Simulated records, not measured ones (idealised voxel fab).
Presented below is a process module, voxel capacitor over wiring.
FYI the section here is cut, 145 nm wide, cells are 5 nm squares.
Notation: cross-section as square-cell grid; stated in bands, top first, going down; one or more cell rows per band. Basically the band line says how high the top is and how high the bottom is, in nm, and then what's in it from left to right, every material with its width in nm. Empty space shows up as "air", and if a single material carries "edge to edge" it runs the full band edge to edge. We count height from 0. Below that, the starting wafer is all one material. The lowest band never ends at the bottom but goes on down; see "0..down" for how that is written. Think of "30..40" as a width that walks from the first number to the second as you go down the band, top row to bottom row, taking equal-sized steps from row to row. Take "identical to before" at face value: in the step it is given for, the cross-section changed in none of its cells. Entry "Catalogued sealed voids". Content: empty spaces with no open connection to the top, size 8 cells or greater. Each: width x height at distance. Distance: from left edge. Unit: nm. Formally, on a step line, whatever follows the settings is a remark that the simulator itself makes on the step. overlay nm: mask offset rightward from planned place, masked step; negative means leftward offset.
-- Steps in the process plan
1,RECEIVE, material Si
2,CONFORMAL_DEP, material SiO2, thk nm 15
3,DIRECTIONAL_DEP, material TiN, thk nm 5
4,DIRECTIONAL_DEP, material W, thk nm 15
5,DIRECTIONAL_DEP, material aC, thk nm 10
6,PATTERN, tone cover, mask id METAL_1, material resist, width nm 30, pitch nm 85, thk nm 30, overlay nm 0
7,DIRECTIONAL_ETCH, etch materials aC, depth nm 10
8,STRIP, etch materials resist
9,DIRECTIONAL_ETCH, etch materials W, depth nm 15
10,DIRECTIONAL_ETCH, etch materials TiN, depth nm 5
11,STRIP, etch materials aC
12,FILL_DEP, material lowk, thk nm 5
13,CMP, height nm 35
14,CONFORMAL_DEP, material SiCN, thk nm 5
15,DIRECTIONAL_DEP, material lowk, thk nm 20
16,PATTERN, tone open, mask id PLUG_1, material resist, width nm 15, thk nm 15, overlay nm 0
17,DIRECTIONAL_ETCH, etch materials lowk, depth nm 20
18,DIRECTIONAL_ETCH, etch materials SiCN, depth nm 5
19,STRIP, etch materials resist
20,EPI, material Ru, thk nm 10
21,EPI, material Ru, thk nm 10
22,EPI, material Ru, thk nm 5
23,DIRECTIONAL_DEP, material TiN, thk nm 5
24,DIRECTIONAL_DEP, material HfO2, thk nm 5
25,DIRECTIONAL_DEP, material TiN, thk nm 10
26,MASKED_ETCH, tone cover, mask id UPPER_PLATE, width nm 60, etch materials TiN, depth nm 10, overlay nm 0
27,MASKED_ETCH, tone cover, mask id UPPER_PLATE, width nm 60, etch materials HfO2, depth nm 5, overlay nm 0
28,DIRECTIONAL_DEP, material aC, thk nm 15
29,PATTERN, tone cover, mask id LOWER_PLATE, material resist, width nm 70, thk nm 30, overlay nm 0
30,DIRECTIONAL_ETCH, etch materials aC, depth nm 15
31,STRIP, etch materials resist
32,DIRECTIONAL_ETCH, etch materials TiN, depth nm 5
33,STRIP, etch materials aC
34,FILL_DEP, material SiO2, thk nm 20
35,CMP, height nm 95
36,DIRECTIONAL_DEP, material aC, thk nm 15
37,PATTERN, tone open, mask id PLUG_2, material resist, width nm 15, thk nm 30, overlay nm 0
38,DIRECTIONAL_ETCH, etch materials aC, depth nm 15
39,STRIP, etch materials resist
40,DIRECTIONAL_ETCH, etch materials SiO2, depth nm 15
41,STRIP, etch materials aC
42,CONFORMAL_DEP, material TiN, thk nm 5
43,FILL_DEP, material Ru, thk nm 5
44,CMP, height nm 95
45,CONFORMAL_DEP, material SiCN, thk nm 5
-- Wafer as received: cross-section following step 1
0..down  Si edge to edge
Catalogued sealed voids: none
-- Final cross-section, module run with one mistake (start and plan as above)
100..95  SiCN edge to edge
95..85  35 nm SiO2  5 nm TiN  5 nm Ru  5 nm TiN  95 nm SiO2
85..80  35 nm SiO2  15 nm TiN  95 nm SiO2
80..70  30 nm SiO2  60 nm TiN  55 nm SiO2
70..65  30 nm SiO2  60 nm HfO2  55 nm SiO2
65..60  25 nm SiO2  70 nm TiN  50 nm SiO2
60..40  30 nm lowk  15 nm Ru  100 nm lowk
40..35  30 nm SiCN  15 nm Ru  100 nm SiCN
35..20  15 nm lowk  30 nm W  55 nm lowk  30 nm W  15 nm lowk
20..15  15 nm lowk  30 nm TiN  55 nm lowk  30 nm TiN  15 nm lowk
15..0  SiO2 edge to edge
0..down  Si edge to edge
Catalogued sealed voids: none
Processing error: step 37 was not run as planned; what actually ran was PATTERN, tone open, mask id PLUG_2, material resist, width nm 15, thk nm 30, overlay nm -5
